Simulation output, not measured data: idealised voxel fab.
This section sets out a process module, namely voxel wiring stack.
cross-section cut | 255 nm wide | cells 5 nm
Just so we're on the same page, the cross-sections are grids of square cells, and they're listed out in bands top to bottom, each band one or more rows deep.
Each band's line starts with the height of the band's top and of its bottom, in nm. Then come its materials from left to right, each with its width in nm. One material with "throughout" fills the band from edge to edge. "blank" is empty space.
We count height from 0. Below that, the starting wafer is all one material. The lowest band never ends at the bottom but goes on down; see "0 and below" for how that is written.
Width: "30 to 40" (first number = top row, second number = bottom row, same change from row to row of cells).
A step reported as "nothing different" is a step in which no cell of the cross-section changed.
In "Catalogued sealed voids" the enclosed voids are listed, meaning empty spaces of 8 cells or larger without any opening to the top. The form is width x height at distance, distance from the left edge, units nm.
Past the settings on a step's line: simulator remark, on that step.
overlay nm: for a step with a mask, the amount by which the mask lay right of where it was planned; a negative amount means left of it.
Before/after cross-section pairs, one process step each; after shown to lowest changed band; step and settings beneath. Pairs may be from different runs of this module on the same starting wafer; a pair continues from the one above only where its "Ex-ante state" entry says so.
Ex-ante state:
- 55 down to 50 = 50 of TiN; 5 of blank; 45 of TiN; 5 of blank; 45 of TiN; 5 of blank; 45 of TiN; 5 of blank; 50 of TiN
- 50 down to 40 = 45 of lowk; 5 of TiN; 5 of blank; 5 of TiN; 35 of lowk; 5 of TiN; 5 of blank; 5 of TiN; 35 of lowk; 5 of TiN; 5 of blank; 5 of TiN; 35 of lowk; 5 of TiN; 5 of blank; 5 of TiN; 45 of lowk
- 40 down to 35 = 45 of SiCN; 15 of TiN; 35 of SiCN; 15 of TiN; 35 of SiCN; 15 of TiN; 35 of SiCN; 15 of TiN; 45 of SiCN
- 35 down to 20 = 35 of SiO2; 30 of W; 20 of SiO2; 30 of W; 20 of SiO2; 30 of W; 20 of SiO2; 30 of W; 40 of SiO2
- 20 down to 15 = 35 of SiO2; 30 of TiN; 20 of SiO2; 30 of TiN; 20 of SiO2; 30 of TiN; 20 of SiO2; 30 of TiN; 40 of SiO2
- 15 down to 0 = SiO2 throughout
- 0 and below = Si throughout
- Catalogued sealed voids: none
Post-Step Geometry:
- 60 down to 55 = Ru throughout
- 55 down to 50 = 50 of TiN; 5 of Ru; 45 of TiN; 5 of Ru; 45 of TiN; 5 of Ru; 45 of TiN; 5 of Ru; 50 of TiN
- 50 down to 40 = 45 of lowk; 5 of TiN; 5 of Ru; 5 of TiN; 35 of lowk; 5 of TiN; 5 of Ru; 5 of TiN; 35 of lowk; 5 of TiN; 5 of Ru; 5 of TiN; 35 of lowk; 5 of TiN; 5 of Ru; 5 of TiN; 45 of lowk
- For the remainder of the cross-section, below 40, there is no change.
- Catalogued sealed voids: none
So what happens between those two cross-sections up there? FILL_DEP,material Ru,thk nm 5
Ex-ante state: as in the pair right above, post-step view.
Post-Step Geometry:
- 50 down to 40 = 45 of lowk; 5 of TiN; 5 of Ru; 5 of TiN; 35 of lowk; 5 of TiN; 5 of Ru; 5 of TiN; 35 of lowk; 5 of TiN; 5 of Ru; 5 of TiN; 35 of lowk; 5 of TiN; 5 of Ru; 5 of TiN; 45 of lowk
- For the remainder of the cross-section, below 40, there is no change.
- Catalogued sealed voids: none
So what happens between those two cross-sections up there? CMP,height nm 50
Ex-ante state: as in the pair right above, post-step view.
Post-Step Geometry:
- 55 down to 50 = TiN throughout
- For the remainder of the cross-section, below 50, there is no change.
- Catalogued sealed voids: none
So what happens between those two cross-sections up there? DIRECTIONAL_DEP,material TiN,thk nm 5
Ex-ante state: as in the pair right above, post-step view.
Post-Step Geometry:
- 70 down to 55 = Ru throughout
- For the remainder of the cross-section, below 55, there is no change.
- Catalogued sealed voids: none
So what happens between those two cross-sections up there? DIRECTIONAL_DEP,material Ru,thk nm 15
Ex-ante state: as in the pair right above, post-step view.
Post-Step Geometry:
- 80 down to 70 = aC throughout
- For the remainder of the cross-section, below 70, there is no change.
- Catalogued sealed voids: none
So what happens between those two cross-sections up there? DIRECTIONAL_DEP,material aC,thk nm 10
Ex-ante state: as in the pair right above, post-step view.
Post-Step Geometry:
- 105 down to 80 = 35 of blank; 30 of resist; 20 of blank; 30 of resist; 20 of blank; 30 of resist; 20 of blank; 30 of resist; 40 of blank
- For the remainder of the cross-section, below 80, there is no change.
- Catalogued sealed voids: none
So what happens between those two cross-sections up there? PATTERN,tone cover,mask id METAL_2,material resist,width nm 30,pitch nm 50,thk nm 25,overlay nm 0
Ex-ante state: as in the pair right above, post-step view.
Post-Step Geometry:
- 95 down to 80 = 35 of blank; 30 of resist; 20 of blank; 30 of resist; 20 of blank; 30 of resist; 20 of blank; 30 of resist; 40 of blank
- 80 down to 70 = 35 of blank; 30 of aC; 20 of blank; 30 of aC; 20 of blank; 30 of aC; 20 of blank; 30 of aC; 40 of blank
- For the remainder of the cross-section, below 70, there is no change.
- Catalogued sealed voids: none
So what happens between those two cross-sections up there? DIRECTIONAL_ETCH,etch materials aC,depth nm 10
Ex-ante state: as in the pair right above, post-step view.
Post-Step Geometry:
- 80 down to 70 = 35 of blank; 30 of aC; 20 of blank; 30 of aC; 20 of blank; 30 of aC; 20 of blank; 30 of aC; 40 of blank
- For the remainder of the cross-section, below 70, there is no change.
- Catalogued sealed voids: none
So what happens between those two cross-sections up there? STRIP,etch materials resist
Ex-ante state: as in the pair right above, post-step view.
Post-Step Geometry:
- 80 down to 70 = 35 of blank; 30 of aC; 20 of blank; 30 of aC; 20 of blank; 30 of aC; 20 of blank; 30 of aC; 40 of blank
- 70 down to 55 = 35 of blank; 30 of Ru; 20 of blank; 30 of Ru; 20 of blank; 30 of Ru; 20 of blank; 30 of Ru; 40 of blank
- For the remainder of the cross-section, below 55, there is no change.
- Catalogued sealed voids: none
So what happens between those two cross-sections up there? DIRECTIONAL_ETCH,etch materials Ru,depth nm 15
Ex-ante state: as in the pair right above, post-step view.
Post-Step Geometry:
- 80 down to 70 = 35 of blank; 30 of aC; 20 of blank; 30 of aC; 20 of blank; 30 of aC; 20 of blank; 30 of aC; 40 of blank
- 70 down to 55 = 35 of blank; 30 of Ru; 20 of blank; 30 of Ru; 20 of blank; 30 of Ru; 20 of blank; 30 of Ru; 40 of blank
- 55 down to 50 = 35 of blank; 30 of TiN; 20 of blank; 30 of TiN; 20 of blank; 30 of TiN; 20 of blank; 30 of TiN; 40 of blank
- For the remainder of the cross-section, below 50, there is no change.
- Catalogued sealed voids: none
So what happens between those two cross-sections up there? DIRECTIONAL_ETCH,etch materials TiN,depth nm 5
Ex-ante state: as in the pair right above, post-step view.
Post-Step Geometry:
- 70 down to 55 = 35 of blank; 30 of Ru; 20 of blank; 30 of Ru; 20 of blank; 30 of Ru; 20 of blank; 30 of Ru; 40 of blank
- For the remainder of the cross-section, below 55, there is no change.
- Catalogued sealed voids: none
So what happens between those two cross-sections up there? STRIP,etch materials aC
Ex-ante state: as in the pair right above, post-step view.
Post-Step Geometry:
- 75 down to 70 = 30 of blank; 40 of SiCN; 10 of blank; 40 of SiCN; 10 of blank; 40 of SiCN; 10 of blank; 40 of SiCN; 35 of blank
- 70 down to 55 = 30 of blank; 5 of SiCN; 30 of Ru; 5 of SiCN; 10 of blank; 5 of SiCN; 30 of Ru; 5 of SiCN; 10 of blank; 5 of SiCN; 30 of Ru; 5 of SiCN; 10 of blank; 5 of SiCN; 30 of Ru; 5 of SiCN; 35 of blank
- 55 down to 50 = 35 of SiCN; 30 of TiN; 20 of SiCN; 30 of TiN; 20 of SiCN; 30 of TiN; 20 of SiCN; 30 of TiN; 40 of SiCN
- For the remainder of the cross-section, below 50, there is no change.
- Catalogued sealed voids: none
So what happens between those two cross-sections up there? CONFORMAL_DEP,material SiCN,thk nm 5
Ex-ante state: as in the pair right above, post-step view.
Post-Step Geometry:
- 85 down to 75 = lowk throughout
- 75 down to 70 = 30 of lowk; 40 of SiCN; 10 of lowk; 40 of SiCN; 10 of lowk; 40 of SiCN; 10 of lowk; 40 of SiCN; 35 of lowk
- 70 down to 55 = 30 of lowk; 5 of SiCN; 30 of Ru; 5 of SiCN; 10 of lowk; 5 of SiCN; 30 of Ru; 5 of SiCN; 10 of lowk; 5 of SiCN; 30 of Ru; 5 of SiCN; 10 of lowk; 5 of SiCN; 30 of Ru; 5 of SiCN; 35 of lowk
- For the remainder of the cross-section, below 55, there is no change.
- Catalogued sealed voids: none
So what happens between those two cross-sections up there? FILL_DEP,material lowk,thk nm 10
Ex-ante state: as in the pair right above, post-step view.
Post-Step Geometry:
- 70 down to 55 = 30 of lowk; 5 of SiCN; 30 of Ru; 5 of SiCN; 10 of lowk; 5 of SiCN; 30 of Ru; 5 of SiCN; 10 of lowk; 5 of SiCN; 30 of Ru; 5 of SiCN; 10 of lowk; 5 of SiCN; 30 of Ru; 5 of SiCN; 35 of lowk
- For the remainder of the cross-section, below 55, there is no change.
- Catalogued sealed voids: none
So what happens between those two cross-sections up there? CMP,height nm 70
Ex-ante state: as in the pair right above, post-step view.
Post-Step Geometry:
- 75 down to 70 = SiCN throughout
- For the remainder of the cross-section, below 70, there is no change.
- Catalogued sealed voids: none
So what happens between those two cross-sections up there? CONFORMAL_DEP,material SiCN,thk nm 5
Ex-ante state:
- 50 down to 40 = 35 of lowk; 15 of blank; 35 of lowk; 15 of blank; 35 of lowk; 15 of blank; 35 of lowk; 15 of blank; 55 of lowk
- 40 down to 35 = 35 of SiCN; 15 of blank; 35 of SiCN; 15 of blank; 35 of SiCN; 15 of blank; 35 of SiCN; 15 of blank; 55 of SiCN
- 35 down to 20 = 35 of SiO2; 30 of W; 20 of SiO2; 30 of W; 20 of SiO2; 30 of W; 20 of SiO2; 30 of W; 40 of SiO2
- 20 down to 15 = 35 of SiO2; 30 of TiN; 20 of SiO2; 30 of TiN; 20 of SiO2; 30 of TiN; 20 of SiO2; 30 of TiN; 40 of SiO2
- 15 down to 0 = SiO2 throughout
- 0 and below = Si throughout
- Catalogued sealed voids: none
Post-Step Geometry:
- 55 down to 50 = 40 of aC; 5 of blank; 45 of aC; 5 of blank; 45 of aC; 5 of blank; 45 of aC; 5 of blank; 60 of aC
- 50 down to 40 = 35 of lowk; 5 of aC; 5 of blank; 5 of aC; 35 of lowk; 5 of aC; 5 of blank; 5 of aC; 35 of lowk; 5 of aC; 5 of blank; 5 of aC; 35 of lowk; 5 of aC; 5 of blank; 5 of aC; 55 of lowk
- 40 down to 35 = 35 of SiCN; 15 of aC; 35 of SiCN; 15 of aC; 35 of SiCN; 15 of aC; 35 of SiCN; 15 of aC; 55 of SiCN
- For the remainder of the cross-section, below 35, there is no change.
- Catalogued sealed voids: none
So what happens between those two cross-sections up there? CONFORMAL_DEP,material aC,thk nm 5
Ex-ante state: as in the pair right above, post-step view.
Post-Step Geometry:
- 60 down to 55 = Ru throughout
- 55 down to 50 = 40 of aC; 5 of Ru; 45 of aC; 5 of Ru; 45 of aC; 5 of Ru; 45 of aC; 5 of Ru; 60 of aC
- 50 down to 40 = 35 of lowk; 5 of aC; 5 of Ru; 5 of aC; 35 of lowk; 5 of aC; 5 of Ru; 5 of aC; 35 of lowk; 5 of aC; 5 of Ru; 5 of aC; 35 of lowk; 5 of aC; 5 of Ru; 5 of aC; 55 of lowk
- For the remainder of the cross-section, below 40, there is no change.
- Catalogued sealed voids: none
So what happens between those two cross-sections up there? FILL_DEP,material Ru,thk nm 5
Ex-ante state: as in the pair right above, post-step view.
Post-Step Geometry:
- 50 down to 40 = 35 of lowk; 5 of aC; 5 of Ru; 5 of aC; 35 of lowk; 5 of aC; 5 of Ru; 5 of aC; 35 of lowk; 5 of aC; 5 of Ru; 5 of aC; 35 of lowk; 5 of aC; 5 of Ru; 5 of aC; 55 of lowk
- For the remainder of the cross-section, below 40, there is no change.
- Catalogued sealed voids: none
So what happens between those two cross-sections up there? CMP,height nm 50
Ex-ante state: as in the pair right above, post-step view.
Post-Step Geometry:
- 55 down to 50 = TiN throughout
- For the remainder of the cross-section, below 50, there is no change.
- Catalogued sealed voids: none
So what happens between those two cross-sections up there? DIRECTIONAL_DEP,material TiN,thk nm 5
Ex-ante state: as in the pair right above, post-step view.
Post-Step Geometry:
- 70 down to 55 = Ru throughout
- For the remainder of the cross-section, below 55, there is no change.
- Catalogued sealed voids: none
So what happens between those two cross-sections up there? DIRECTIONAL_DEP,material Ru,thk nm 15
Ex-ante state: as in the pair right above, post-step view.
Post-Step Geometry:
- 80 down to 70 = aC throughout
- For the remainder of the cross-section, below 70, there is no change.
- Catalogued sealed voids: none
So what happens between those two cross-sections up there? DIRECTIONAL_DEP,material aC,thk nm 10
Ex-ante state: as in the pair right above, post-step view.
Post-Step Geometry:
- 105 down to 80 = 35 of blank; 30 of resist; 20 of blank; 30 of resist; 20 of blank; 30 of resist; 20 of blank; 30 of resist; 40 of blank
- For the remainder of the cross-section, below 80, there is no change.
- Catalogued sealed voids: none
So what happens between those two cross-sections up there? PATTERN,tone cover,mask id METAL_2,material resist,width nm 30,pitch nm 50,thk nm 25,overlay nm 0
Ex-ante state: as in the pair right above, post-step view.
Post-Step Geometry:
- 95 down to 80 = 35 of blank; 30 of resist; 20 of blank; 30 of resist; 20 of blank; 30 of resist; 20 of blank; 30 of resist; 40 of blank
- 80 down to 70 = 35 of blank; 30 of aC; 20 of blank; 30 of aC; 20 of blank; 30 of aC; 20 of blank; 30 of aC; 40 of blank
- For the remainder of the cross-section, below 70, there is no change.
- Catalogued sealed voids: none
So what happens between those two cross-sections up there? DIRECTIONAL_ETCH,etch materials aC,depth nm 10
Ex-ante state: as in the pair right above, post-step view.
Post-Step Geometry:
- 80 down to 70 = 35 of blank; 30 of aC; 20 of blank; 30 of aC; 20 of blank; 30 of aC; 20 of blank; 30 of aC; 40 of blank
- For the remainder of the cross-section, below 70, there is no change.
- Catalogued sealed voids: none
So what happens between those two cross-sections up there? STRIP,etch materials resist
Ex-ante state: as in the pair right above, post-step view.
Post-Step Geometry:
- 80 down to 70 = 35 of blank; 30 of aC; 20 of blank; 30 of aC; 20 of blank; 30 of aC; 20 of blank; 30 of aC; 40 of blank
- 70 down to 55 = 35 of blank; 30 of Ru; 20 of blank; 30 of Ru; 20 of blank; 30 of Ru; 20 of blank; 30 of Ru; 40 of blank
- For the remainder of the cross-section, below 55, there is no change.
- Catalogued sealed voids: none
So what happens between those two cross-sections up there? DIRECTIONAL_ETCH,etch materials Ru,depth nm 15
Ex-ante state: as in the pair right above, post-step view.
Post-Step Geometry:
- 80 down to 70 = 35 of blank; 30 of aC; 20 of blank; 30 of aC; 20 of blank; 30 of aC; 20 of blank; 30 of aC; 40 of blank
- 70 down to 55 = 35 of blank; 30 of Ru; 20 of blank; 30 of Ru; 20 of blank; 30 of Ru; 20 of blank; 30 of Ru; 40 of blank
- 55 down to 50 = 35 of blank; 30 of TiN; 20 of blank; 30 of TiN; 20 of blank; 30 of TiN; 20 of blank; 30 of TiN; 40 of blank
- For the remainder of the cross-section, below 50, there is no change.
- Catalogued sealed voids: none
So what happens between those two cross-sections up there? DIRECTIONAL_ETCH,etch materials TiN,depth nm 5
Ex-ante state: as in the pair right above, post-step view.
Post-Step Geometry:
- 70 down to 55 = 35 of blank; 30 of Ru; 20 of blank; 30 of Ru; 20 of blank; 30 of Ru; 20 of blank; 30 of Ru; 40 of blank
- For the remainder of the cross-section, below 55, there is no change.
- Catalogued sealed voids: none
So what happens between those two cross-sections up there? STRIP,etch materials aC
Ex-ante state: as in the pair right above, post-step view.
Post-Step Geometry:
- 75 down to 70 = 30 of blank; 40 of SiCN; 10 of blank; 40 of SiCN; 10 of blank; 40 of SiCN; 10 of blank; 40 of SiCN; 35 of blank
- 70 down to 55 = 30 of blank; 5 of SiCN; 30 of Ru; 5 of SiCN; 10 of blank; 5 of SiCN; 30 of Ru; 5 of SiCN; 10 of blank; 5 of SiCN; 30 of Ru; 5 of SiCN; 10 of blank; 5 of SiCN; 30 of Ru; 5 of SiCN; 35 of blank
- 55 down to 50 = 35 of SiCN; 30 of TiN; 20 of SiCN; 30 of TiN; 20 of SiCN; 30 of TiN; 20 of SiCN; 30 of TiN; 40 of SiCN
- For the remainder of the cross-section, below 50, there is no change.
- Catalogued sealed voids: none
So what happens between those two cross-sections up there? CONFORMAL_DEP,material SiCN,thk nm 5
Ex-ante state: as in the pair right above, post-step view.
Post-Step Geometry:
- 85 down to 75 = lowk throughout
- 75 down to 70 = 30 of lowk; 40 of SiCN; 10 of lowk; 40 of SiCN; 10 of lowk; 40 of SiCN; 10 of lowk; 40 of SiCN; 35 of lowk
- 70 down to 55 = 30 of lowk; 5 of SiCN; 30 of Ru; 5 of SiCN; 10 of lowk; 5 of SiCN; 30 of Ru; 5 of SiCN; 10 of lowk; 5 of SiCN; 30 of Ru; 5 of SiCN; 10 of lowk; 5 of SiCN; 30 of Ru; 5 of SiCN; 35 of lowk
- For the remainder of the cross-section, below 55, there is no change.
- Catalogued sealed voids: none
So what happens between those two cross-sections up there? FILL_DEP,material lowk,thk nm 10
Ex-ante state: as in the pair right above, post-step view.
Post-Step Geometry:
- 70 down to 55 = 30 of lowk; 5 of SiCN; 30 of Ru; 5 of SiCN; 10 of lowk; 5 of SiCN; 30 of Ru; 5 of SiCN; 10 of lowk; 5 of SiCN; 30 of Ru; 5 of SiCN; 10 of lowk; 5 of SiCN; 30 of Ru; 5 of SiCN; 35 of lowk
- For the remainder of the cross-section, below 55, there is no change.
- Catalogued sealed voids: none
So what happens between those two cross-sections up there? CMP,height nm 70
Ex-ante state: as in the pair right above, post-step view.
Post-Step Geometry:
- 75 down to 70 = SiCN throughout
- For the remainder of the cross-section, below 70, there is no change.
- Catalogued sealed voids: none
So what happens between those two cross-sections up there? CONFORMAL_DEP,material SiCN,thk nm 5
Ex-ante state:
- 45 down to 35 = aC throughout
- 35 down to 20 = W throughout
- 20 down to 15 = TiN throughout
- 15 down to 0 = SiO2 throughout
- 0 and below = Si throughout
- Catalogued sealed voids: none
Post-Step Geometry:
- 70 down to 45 = 35 of resist; 30 of blank; 20 of resist; 30 of blank; 20 of resist; 30 of blank; 20 of resist; 30 of blank; 40 of resist
- For the remainder of the cross-section, below 45, there is no change.
- Catalogued sealed voids: none
So what happens between those two cross-sections up there? PATTERN,tone open,mask id METAL_1,material resist,width nm 30,pitch nm 50,thk nm 25,overlay nm 0
Ex-ante state: as in the pair right above, post-step view.
Post-Step Geometry:
- 60 down to 45 = 35 of resist; 30 of blank; 20 of resist; 30 of blank; 20 of resist; 30 of blank; 20 of resist; 30 of blank; 40 of resist
- 45 down to 35 = 35 of aC; 30 of blank; 20 of aC; 30 of blank; 20 of aC; 30 of blank; 20 of aC; 30 of blank; 40 of aC
- For the remainder of the cross-section, below 35, there is no change.
- Catalogued sealed voids: none
So what happens between those two cross-sections up there? DIRECTIONAL_ETCH,etch materials aC,depth nm 10
Ex-ante state: as in the pair right above, post-step view.
Post-Step Geometry:
- 45 down to 35 = 35 of aC; 30 of blank; 20 of aC; 30 of blank; 20 of aC; 30 of blank; 20 of aC; 30 of blank; 40 of aC
- For the remainder of the cross-section, below 35, there is no change.
- Catalogued sealed voids: none
So what happens between those two cross-sections up there? STRIP,etch materials resist
Ex-ante state: as in the pair right above, post-step view.
Post-Step Geometry:
- 45 down to 35 = 35 of aC; 30 of blank; 20 of aC; 30 of blank; 20 of aC; 30 of blank; 20 of aC; 30 of blank; 40 of aC
- 35 down to 20 = 35 of W; 30 of blank; 20 of W; 30 of blank; 20 of W; 30 of blank; 20 of W; 30 of blank; 40 of W
- For the remainder of the cross-section, below 20, there is no change.
- Catalogued sealed voids: none
So what happens between those two cross-sections up there? DIRECTIONAL_ETCH,etch materials W,depth nm 15
Ex-ante state: as in the pair right above, post-step view.
Post-Step Geometry:
- 45 down to 35 = 35 of aC; 30 of blank; 20 of aC; 30 of blank; 20 of aC; 30 of blank; 20 of aC; 30 of blank; 40 of aC
- 35 down to 20 = 35 of W; 30 of blank; 20 of W; 30 of blank; 20 of W; 30 of blank; 20 of W; 30 of blank; 40 of W
- 20 down to 15 = 35 of TiN; 30 of blank; 20 of TiN; 30 of blank; 20 of TiN; 30 of blank; 20 of TiN; 30 of blank; 40 of TiN
- For the remainder of the cross-section, below 15, there is no change.
- Catalogued sealed voids: none
So what happens between those two cross-sections up there? DIRECTIONAL_ETCH,etch materials TiN,depth nm 5
Ex-ante state: as in the pair right above, post-step view.
Post-Step Geometry:
- 35 down to 20 = 35 of W; 30 of blank; 20 of W; 30 of blank; 20 of W; 30 of blank; 20 of W; 30 of blank; 40 of W
- For the remainder of the cross-section, below 20, there is no change.
- Catalogued sealed voids: none
So what happens between those two cross-sections up there? STRIP,etch materials aC
Ex-ante state: as in the pair right above, post-step view.
Post-Step Geometry:
- 45 down to 35 = SiO2 throughout
- 35 down to 20 = 35 of W; 30 of SiO2; 20 of W; 30 of SiO2; 20 of W; 30 of SiO2; 20 of W; 30 of SiO2; 40 of W
- 20 down to 15 = 35 of TiN; 30 of SiO2; 20 of TiN; 30 of SiO2; 20 of TiN; 30 of SiO2; 20 of TiN; 30 of SiO2; 40 of TiN
- For the remainder of the cross-section, below 15, there is no change.
- Catalogued sealed voids: none
So what happens between those two cross-sections up there? FILL_DEP,material SiO2,thk nm 10
Ex-ante state: as in the pair right above, post-step view.
Post-Step Geometry:
- 35 down to 20 = 35 of W; 30 of SiO2; 20 of W; 30 of SiO2; 20 of W; 30 of SiO2; 20 of W; 30 of SiO2; 40 of W
- For the remainder of the cross-section, below 20, there is no change.
- Catalogued sealed voids: none
So what happens between those two cross-sections up there? CMP,height nm 35
Ex-ante state: as in the pair right above, post-step view.
Post-Step Geometry:
- 40 down to 35 = SiCN throughout
- For the remainder of the cross-section, below 35, there is no change.
- Catalogued sealed voids: none
So what happens between those two cross-sections up there? CONFORMAL_DEP,material SiCN,thk nm 5
Ex-ante state: as in the pair right above, post-step view.
Post-Step Geometry:
- 50 down to 40 = lowk throughout
- For the remainder of the cross-section, below 40, there is no change.
- Catalogued sealed voids: none
So what happens between those two cross-sections up there? DIRECTIONAL_DEP,material lowk,thk nm 10
Ex-ante state: as in the pair right above, post-step view.
Post-Step Geometry:
- 70 down to 50 = 35 of resist; 15 of blank; 35 of resist; 15 of blank; 35 of resist; 15 of blank; 35 of resist; 15 of blank; 55 of resist
- For the remainder of the cross-section, below 50, there is no change.
- Catalogued sealed voids: none
So what happens between those two cross-sections up there? PATTERN,tone open,mask id PLUG_1,material resist,width nm 15,pitch nm 50,thk nm 20,overlay nm 0
Ex-ante state: as in the pair right above, post-step view.
Post-Step Geometry:
- 70 down to 50 = 35 of resist; 15 of blank; 35 of resist; 15 of blank; 35 of resist; 15 of blank; 35 of resist; 15 of blank; 55 of resist
- 50 down to 40 = 35 of lowk; 15 of blank; 35 of lowk; 15 of blank; 35 of lowk; 15 of blank; 35 of lowk; 15 of blank; 55 of lowk
- For the remainder of the cross-section, below 40, there is no change.
- Catalogued sealed voids: none
So what happens between those two cross-sections up there? DIRECTIONAL_ETCH,etch materials lowk,depth nm 10
Ex-ante state: as in the pair right above, post-step view.
Post-Step Geometry:
- 70 down to 50 = 35 of resist; 15 of blank; 35 of resist; 15 of blank; 35 of resist; 15 of blank; 35 of resist; 15 of blank; 55 of resist
- 50 down to 40 = 35 of lowk; 15 of blank; 35 of lowk; 15 of blank; 35 of lowk; 15 of blank; 35 of lowk; 15 of blank; 55 of lowk
- 40 down to 35 = 35 of SiCN; 15 of blank; 35 of SiCN; 15 of blank; 35 of SiCN; 15 of blank; 35 of SiCN; 15 of blank; 55 of SiCN
- For the remainder of the cross-section, below 35, there is no change.
- Catalogued sealed voids: none
So what happens between those two cross-sections up there? DIRECTIONAL_ETCH,etch materials SiCN,depth nm 5
Ex-ante state: as in the pair right above, post-step view.
Post-Step Geometry:
- 50 down to 40 = 35 of lowk; 15 of blank; 35 of lowk; 15 of blank; 35 of lowk; 15 of blank; 35 of lowk; 15 of blank; 55 of lowk
- For the remainder of the cross-section, below 40, there is no change.
- Catalogued sealed voids: none
So what happens between those two cross-sections up there? STRIP,etch materials resist
Ex-ante state: as in the pair right above, post-step view.
Post-Step Geometry:
- 55 down to 50 = 40 of TiN; 5 of blank; 45 of TiN; 5 of blank; 45 of TiN; 5 of blank; 45 of TiN; 5 of blank; 60 of TiN
- 50 down to 40 = 35 of lowk; 5 of TiN; 5 of blank; 5 of TiN; 35 of lowk; 5 of TiN; 5 of blank; 5 of TiN; 35 of lowk; 5 of TiN; 5 of blank; 5 of TiN; 35 of lowk; 5 of TiN; 5 of blank; 5 of TiN; 55 of lowk
- 40 down to 35 = 35 of SiCN; 15 of TiN; 35 of SiCN; 15 of TiN; 35 of SiCN; 15 of TiN; 35 of SiCN; 15 of TiN; 55 of SiCN
- For the remainder of the cross-section, below 35, there is no change.
- Catalogued sealed voids: none
So what happens between those two cross-sections up there? CONFORMAL_DEP,material TiN,thk nm 5
Ex-ante state: as in the pair right above, post-step view.
Post-Step Geometry:
- 60 down to 55 = Ru throughout
- 55 down to 50 = 40 of TiN; 5 of Ru; 45 of TiN; 5 of Ru; 45 of TiN; 5 of Ru; 45 of TiN; 5 of Ru; 60 of TiN
- 50 down to 40 = 35 of lowk; 5 of TiN; 5 of Ru; 5 of TiN; 35 of lowk; 5 of TiN; 5 of Ru; 5 of TiN; 35 of lowk; 5 of TiN; 5 of Ru; 5 of TiN; 35 of lowk; 5 of TiN; 5 of Ru; 5 of TiN; 55 of lowk
- For the remainder of the cross-section, below 40, there is no change.
- Catalogued sealed voids: none
So what happens between those two cross-sections up there? FILL_DEP,material Ru,thk nm 5
Ex-ante state: as in the pair right above, post-step view.
Post-Step Geometry:
- 50 down to 40 = 35 of lowk; 5 of TiN; 5 of Ru; 5 of TiN; 35 of lowk; 5 of TiN; 5 of Ru; 5 of TiN; 35 of lowk; 5 of TiN; 5 of Ru; 5 of TiN; 35 of lowk; 5 of TiN; 5 of Ru; 5 of TiN; 55 of lowk
- For the remainder of the cross-section, below 40, there is no change.
- Catalogued sealed voids: none
So what happens between those two cross-sections up there? CMP,height nm 50
Ex-ante state: as in the pair right above, post-step view.
Post-Step Geometry:
- 55 down to 50 = TiN throughout
- For the remainder of the cross-section, below 50, there is no change.
- Catalogued sealed voids: none
So what happens between those two cross-sections up there? DIRECTIONAL_DEP,material TiN,thk nm 5
Ex-ante state: as in the pair right above, post-step view.
Post-Step Geometry:
- 70 down to 55 = Ru throughout
- For the remainder of the cross-section, below 55, there is no change.
- Catalogued sealed voids: none
So what happens between those two cross-sections up there? DIRECTIONAL_DEP,material Ru,thk nm 15
Ex-ante state: as in the pair right above, post-step view.
Post-Step Geometry:
- 80 down to 70 = aC throughout
- For the remainder of the cross-section, below 70, there is no change.
- Catalogued sealed voids: none
So what happens between those two cross-sections up there? DIRECTIONAL_DEP,material aC,thk nm 10
Ex-ante state: as in the pair right above, post-step view.
Post-Step Geometry:
- 105 down to 80 = 35 of blank; 30 of resist; 20 of blank; 30 of resist; 20 of blank; 30 of resist; 20 of blank; 30 of resist; 40 of blank
- For the remainder of the cross-section, below 80, there is no change.
- Catalogued sealed voids: none
So what happens between those two cross-sections up there? PATTERN,tone cover,mask id METAL_2,material resist,width nm 30,pitch nm 50,thk nm 25,overlay nm 0
Ex-ante state: as in the pair right above, post-step view.
Post-Step Geometry:
- 95 down to 80 = 35 of blank; 30 of resist; 20 of blank; 30 of resist; 20 of blank; 30 of resist; 20 of blank; 30 of resist; 40 of blank
- 80 down to 70 = 35 of blank; 30 of aC; 20 of blank; 30 of aC; 20 of blank; 30 of aC; 20 of blank; 30 of aC; 40 of blank
- For the remainder of the cross-section, below 70, there is no change.
- Catalogued sealed voids: none
So what happens between those two cross-sections up there? DIRECTIONAL_ETCH,etch materials aC,depth nm 10
Ex-ante state: as in the pair right above, post-step view.
Post-Step Geometry:
- 80 down to 70 = 35 of blank; 30 of aC; 20 of blank; 30 of aC; 20 of blank; 30 of aC; 20 of blank; 30 of aC; 40 of blank
- For the remainder of the cross-section, below 70, there is no change.
- Catalogued sealed voids: none
So what happens between those two cross-sections up there? STRIP,etch materials resist
Ex-ante state: as in the pair right above, post-step view.
Post-Step Geometry:
- 80 down to 70 = 35 of blank; 30 of aC; 20 of blank; 30 of aC; 20 of blank; 30 of aC; 20 of blank; 30 of aC; 40 of blank
- 70 down to 55 = 35 of blank; 30 of Ru; 20 of blank; 30 of Ru; 20 of blank; 30 of Ru; 20 of blank; 30 of Ru; 40 of blank
- For the remainder of the cross-section, below 55, there is no change.
- Catalogued sealed voids: none
So what happens between those two cross-sections up there? DIRECTIONAL_ETCH,etch materials Ru,depth nm 15
Ex-ante state: as in the pair right above, post-step view.
Post-Step Geometry:
- 80 down to 70 = 35 of blank; 30 of aC; 20 of blank; 30 of aC; 20 of blank; 30 of aC; 20 of blank; 30 of aC; 40 of blank
- 70 down to 55 = 35 of blank; 30 of Ru; 20 of blank; 30 of Ru; 20 of blank; 30 of Ru; 20 of blank; 30 of Ru; 40 of blank
- 55 down to 50 = 35 of blank; 30 of TiN; 20 of blank; 30 of TiN; 20 of blank; 30 of TiN; 20 of blank; 30 of TiN; 40 of blank
- For the remainder of the cross-section, below 50, there is no change.
- Catalogued sealed voids: none
So what happens between those two cross-sections up there? DIRECTIONAL_ETCH,etch materials TiN,depth nm 5
Ex-ante state: as in the pair right above, post-step view.
Post-Step Geometry:
- 70 down to 55 = 35 of blank; 30 of Ru; 20 of blank; 30 of Ru; 20 of blank; 30 of Ru; 20 of blank; 30 of Ru; 40 of blank
- For the remainder of the cross-section, below 55, there is no change.
- Catalogued sealed voids: none
So what happens between those two cross-sections up there? STRIP,etch materials aC
